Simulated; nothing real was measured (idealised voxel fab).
This is a process module. Its name is voxel self aligned contacts.
Shown is cross-section cut, with a width of 200 nm and square cells of size 5 nm.
Cross-section spec: square-cell grid; bands listed top down; each band is one or more rows.
Heights first: top, then bottom, in nm. Then materials, left to right, each with a width in nm. "everywhere" on a single material: fills the band edge to edge. "air": empty space.
Counting heights begins at 0, where everything beneath is, in the wafer as received, one material. The lowest band has no bottom; it goes on downwards, as "from 0 down" shows.
Width "30->40": first value at the band's top row of cells, second value at its bottom row, equal change from row to row.
What does "stayed the same" mean for a step? It means no cell of the cross-section changed in that step.
If an empty space has no open way to the top and is at least 8 cells in size, "Unvented cavities" lists it, written width x height at distance, where distance is measured from the left edge and every value is in nm.
If you see something after the settings on a step's line, that's the simulator's own remark about that step.
"overlay nm" denotes, for a step that has a mask, the displacement of the mask to the right of its planned place, with negative values corresponding to the left.

Set out below are the planned steps of the process:
- 1: RECEIVE: material Si
- 2: OXIDIZE: depth nm 5
- 3: DIRECTIONAL_DEP: material polySi, thk nm 30
- 4: DIRECTIONAL_DEP: material SiN, thk nm 20
- 5: DIRECTIONAL_DEP: material aC, thk nm 15
- 6: PATTERN: tone cover, mask id GATE, material resist, width nm 25, pitch nm 60, thk nm 35, overlay nm 0
- 7: DIRECTIONAL_ETCH: etch materials aC, depth nm 15
- 8: STRIP: etch materials resist
- 9: DIRECTIONAL_ETCH: etch materials SiN, depth nm 20
- 10: DIRECTIONAL_ETCH: etch materials polySi, depth nm 30
- 11: STRIP: etch materials aC
- 12: CONFORMAL_DEP: material SiN, thk nm 10
- 13: DIRECTIONAL_ETCH: etch materials SiN, depth nm 10
- 14: FILL_DEP: material SiO2, thk nm 20
- 15: CMP: height nm 60
- 16: PATTERN: tone open, mask id CONTACT, material resist, width nm 45, pitch nm 60, thk nm 15, overlay nm 0
- 17: DIRECTIONAL_ETCH: etch materials SiO2, depth nm 65
- 18: STRIP: etch materials resist
- 19: CONFORMAL_DEP: material TiN, thk nm 5
- 20: FILL_DEP: material Ru, thk nm 10
- 21: CMP: height nm 60
- 22: CONFORMAL_DEP: material SiCN, thk nm 5

First of two wafers - as planned:

Cross-section of the wafer as it came to us, i.e., already through step 1:
    from 0 down  Si everywhere
    Unvented cavities: none

Step 2 done - wafer cross-section:
    from 0 to -5  SiO2 everywhere
    Below -5, no change.

Step 3 done - wafer cross-section:
    from 30 to 0  polySi everywhere
    Below 0, no change.

Step 4 done - wafer cross-section:
    from 50 to 30  SiN everywhere
    Below 30, no change.

Step 5 done - wafer cross-section:
    from 65 to 50  aC everywhere
    Below 50, no change.

Step 6 done - wafer cross-section:
    from 100 to 65  air 25 / resist 25 / air 35 / resist 25 / air 35 / resist 25 / air 30
    Below 65, no change.

Step 7 done - wafer cross-section:
    from 85 to 65  air 25 / resist 25 / air 35 / resist 25 / air 35 / resist 25 / air 30
    from 65 to 50  air 25 / aC 25 / air 35 / aC 25 / air 35 / aC 25 / air 30
    Below 50, no change.

Step 8 done - wafer cross-section:
    from 65 to 50  air 25 / aC 25 / air 35 / aC 25 / air 35 / aC 25 / air 30
    Below 50, no change.

Step 9 done - wafer cross-section:
    from 65 to 50  air 25 / aC 25 / air 35 / aC 25 / air 35 / aC 25 / air 30
    from 50 to 30  air 25 / SiN 25 / air 35 / SiN 25 / air 35 / SiN 25 / air 30
    Below 30, no change.

Step 10 done - wafer cross-section:
    from 65 to 50  air 25 / aC 25 / air 35 / aC 25 / air 35 / aC 25 / air 30
    from 50 to 30  air 25 / SiN 25 / air 35 / SiN 25 / air 35 / SiN 25 / air 30
    from 30 to 0  air 25 / polySi 25 / air 35 / polySi 25 / air 35 / polySi 25 / air 30
    Below 0, no change.

Step 11 done - wafer cross-section:
    from 50 to 30  air 25 / SiN 25 / air 35 / SiN 25 / air 35 / SiN 25 / air 30
    Below 30, no change.

Step 12 done - wafer cross-section:
    from 60 to 30  air 15 / SiN 45 / air 15 / SiN 45 / air 15 / SiN 45 / air 20
    from 30 to 10  air 15 / SiN 10 / polySi 25 / SiN 10 / air 15 / SiN 10 / polySi 25 / SiN 10 / air 15 / SiN 10 / polySi 25 / SiN 10 / air 20
    from 10 to 0  SiN 25 / polySi 25 / SiN 35 / polySi 25 / SiN 35 / polySi 25 / SiN 30
    Below 0, no change.

Step 13 done - wafer cross-section:
    from 50 to 30  air 15 / SiN 45 / air 15 / SiN 45 / air 15 / SiN 45 / air 20
    from 30 to 0  air 15 / SiN 10 / polySi 25 / SiN 10 / air 15 / SiN 10 / polySi 25 / SiN 10 / air 15 / SiN 10 / polySi 25 / SiN 10 / air 20
    Below 0, no change.

Step 14 done - wafer cross-section:
    from 70 to 50  SiO2 everywhere
    from 50 to 30  SiO2 15 / SiN 45 / SiO2 15 / SiN 45 / SiO2 15 / SiN 45 / SiO2 20
    from 30 to 0  SiO2 15 / SiN 10 / polySi 25 / SiN 10 / SiO2 15 / SiN 10 / polySi 25 / SiN 10 / SiO2 15 / SiN 10 / polySi 25 / SiN 10 / SiO2 20
    Below 0, no change.

Step 15 done - wafer cross-section:
    from 60 to 50  SiO2 everywhere
    Below 50, no change.

Step 16 done - wafer cross-section:
    from 75 to 60  resist 45 / air 45 / resist 15 / air 45 / resist 50
    Below 60, no change.

Step 17 done - wafer cross-section:
    from 75 to 60  resist 45 / air 45 / resist 15 / air 45 / resist 50
    from 60 to 50  SiO2 45 / air 45 / SiO2 15 / air 45 / SiO2 50
    from 50 to 30  SiO2 15 / SiN 45 / air 15 / SiN 45 / air 15 / SiN 45 / SiO2 20
    from 30 to 0  SiO2 15 / SiN 10 / polySi 25 / SiN 10 / air 15 / SiN 10 / polySi 25 / SiN 10 / air 15 / SiN 10 / polySi 25 / SiN 10 / SiO2 20
    from 0 to -5  SiO2 60 / air 15 / SiO2 45 / air 15 / SiO2 65
    Below -5, no change.

Step 18 done - wafer cross-section:
    from 60 to 50  SiO2 45 / air 45 / SiO2 15 / air 45 / SiO2 50
    Below 50, no change.

Step 19 done - wafer cross-section:
    from 65 to 60  TiN 50 / air 35 / TiN 25 / air 35 / TiN 55
    from 60 to 50  SiO2 45 / TiN 5->20 / air 35->5 / TiN 5->20 / SiO2 15 / TiN 5->20 / air 35->5 / TiN 5->20 / SiO2 50
    from 50 to 30  SiO2 15 / SiN 45 / TiN 5 / air 5 / TiN 5 / SiN 45 / TiN 5 / air 5 / TiN 5 / SiN 45 / SiO2 20
    from 30 to 0  SiO2 15 / SiN 10 / polySi 25 / SiN 10 / TiN 5 / air 5 / TiN 5 / SiN 10 / polySi 25 / SiN 10 / TiN 5 / air 5 / TiN 5 / SiN 10 / polySi 25 / SiN 10 / SiO2 20
    from 0 to -5  SiO2 60 / TiN 15 / SiO2 45 / TiN 15 / SiO2 65
    Below -5, no change.

Step 20 done - wafer cross-section:
    from 75 to 65  Ru everywhere
    from 65 to 60  TiN 50 / Ru 35 / TiN 25 / Ru 35 / TiN 55
    from 60 to 50  SiO2 45 / TiN 5->20 / Ru 35->5 / TiN 5->20 / SiO2 15 / TiN 5->20 / Ru 35->5 / TiN 5->20 / SiO2 50
    from 50 to 30  SiO2 15 / SiN 45 / TiN 5 / Ru 5 / TiN 5 / SiN 45 / TiN 5 / Ru 5 / TiN 5 / SiN 45 / SiO2 20
    from 30 to 0  SiO2 15 / SiN 10 / polySi 25 / SiN 10 / TiN 5 / Ru 5 / TiN 5 / SiN 10 / polySi 25 / SiN 10 / TiN 5 / Ru 5 / TiN 5 / SiN 10 / polySi 25 / SiN 10 / SiO2 20
    Below 0, no change.

Step 21 done - wafer cross-section:
    from 60 to 50  SiO2 45 / TiN 5->20 / Ru 35->5 / TiN 5->20 / SiO2 15 / TiN 5->20 / Ru 35->5 / TiN 5->20 / SiO2 50
    Below 50, no change.

Step 22 done - wafer cross-section:
    from 65 to 60  SiCN everywhere
    Below 60, no change.

Regarding the second of the two wafers: it shared the first wafer's starting condition and process plan, yet one error occurred during its execution. Its history coincides with that of the first wafer up to and including step 3:

The second wafer cut through, at the time step 4 was supposed to be finished:
    from 70 to 30  SiN everywhere
    Below 30, no change.

The second wafer cut through, at the time step 5 was supposed to be finished:
    from 85 to 70  aC everywhere
    Below 70, no change.

The second wafer cut through, at the time step 6 was supposed to be finished:
    from 120 to 85  air 25 / resist 25 / air 35 / resist 25 / air 35 / resist 25 / air 30
    Below 85, no change.

The second wafer cut through, at the time step 7 was supposed to be finished:
    from 105 to 85  air 25 / resist 25 / air 35 / resist 25 / air 35 / resist 25 / air 30
    from 85 to 70  air 25 / aC 25 / air 35 / aC 25 / air 35 / aC 25 / air 30
    Below 70, no change.

The second wafer cut through, at the time step 8 was supposed to be finished:
    from 85 to 70  air 25 / aC 25 / air 35 / aC 25 / air 35 / aC 25 / air 30
    Below 70, no change.

The second wafer cut through, at the time step 9 was supposed to be finished:
    from 85 to 70  air 25 / aC 25 / air 35 / aC 25 / air 35 / aC 25 / air 30
    from 70 to 50  air 25 / SiN 25 / air 35 / SiN 25 / air 35 / SiN 25 / air 30
    Below 50, no change.

The second wafer cut through, at the time step 10 was supposed to be finished: stayed the same

The second wafer cut through, at the time step 11 was supposed to be finished:
    from 70 to 50  air 25 / SiN 25 / air 35 / SiN 25 / air 35 / SiN 25 / air 30
    Below 50, no change.

The second wafer cut through, at the time step 12 was supposed to be finished:
    from 80 to 60  air 15 / SiN 45 / air 15 / SiN 45 / air 15 / SiN 45 / air 20
    from 60 to 30  SiN everywhere
    Below 30, no change.

The second wafer cut through, at the time step 13 was supposed to be finished:
    from 70 to 50  air 15 / SiN 45 / air 15 / SiN 45 / air 15 / SiN 45 / air 20
    Below 50, no change.

The second wafer cut through, at the time step 14 was supposed to be finished:
    from 90 to 70  SiO2 everywhere
    from 70 to 50  SiO2 15 / SiN 45 / SiO2 15 / SiN 45 / SiO2 15 / SiN 45 / SiO2 20
    Below 50, no change.

The second wafer cut through, at the time step 15 was supposed to be finished:
    from 60 to 50  SiO2 15 / SiN 45 / SiO2 15 / SiN 45 / SiO2 15 / SiN 45 / SiO2 20
    Below 50, no change.

The second wafer cut through, at the time step 16 was supposed to be finished:
    from 75 to 60  resist 45 / air 45 / resist 15 / air 45 / resist 50
    Below 60, no change.

The second wafer cut through, at the time step 17 was supposed to be finished:
    from 75 to 60  resist 45 / air 45 / resist 15 / air 45 / resist 50
    from 60 to 50  SiO2 15 / SiN 45 / air 15 / SiN 45 / air 15 / SiN 45 / SiO2 20
    Below 50, no change.

The second wafer cut through, at the time step 18 was supposed to be finished:
    from 60 to 50  SiO2 15 / SiN 45 / air 15 / SiN 45 / air 15 / SiN 45 / SiO2 20
    Below 50, no change.

The second wafer cut through, at the time step 19 was supposed to be finished:
    from 65 to 60  TiN 65 / air 5 / TiN 55 / air 5 / TiN 70
    from 60 to 55  SiO2 15 / SiN 45 / TiN 5 / air 5 / TiN 5 / SiN 45 / TiN 5 / air 5 / TiN 5 / SiN 45 / SiO2 20
    from 55 to 50  SiO2 15 / SiN 45 / TiN 15 / SiN 45 / TiN 15 / SiN 45 / SiO2 20
    Below 50, no change.

The second wafer cut through, at the time step 20 was supposed to be finished:
    from 75 to 65  Ru everywhere
    from 65 to 60  TiN 65 / Ru 5 / TiN 55 / Ru 5 / TiN 70
    from 60 to 55  SiO2 15 / SiN 45 / TiN 5 / Ru 5 / TiN 5 / SiN 45 / TiN 5 / Ru 5 / TiN 5 / SiN 45 / SiO2 20
    Below 55, no change.

The second wafer cut through, at the time step 21 was supposed to be finished:
    from 60 to 55  SiO2 15 / SiN 45 / TiN 5 / Ru 5 / TiN 5 / SiN 45 / TiN 5 / Ru 5 / TiN 5 / SiN 45 / SiO2 20
    Below 55, no change.

The second wafer cut through, at the time step 22 was supposed to be finished:
    from 65 to 60  SiCN everywhere
    Below 60, no change.
So what did we get wrong on this run? heads up, step 4 of the plan got done twice
Looking at both finished wafers in cells, the second ends up ahead of or behind the first on some materials: Ru -34; SiN +34; SiO2 -94; TiN -56; polySi +150
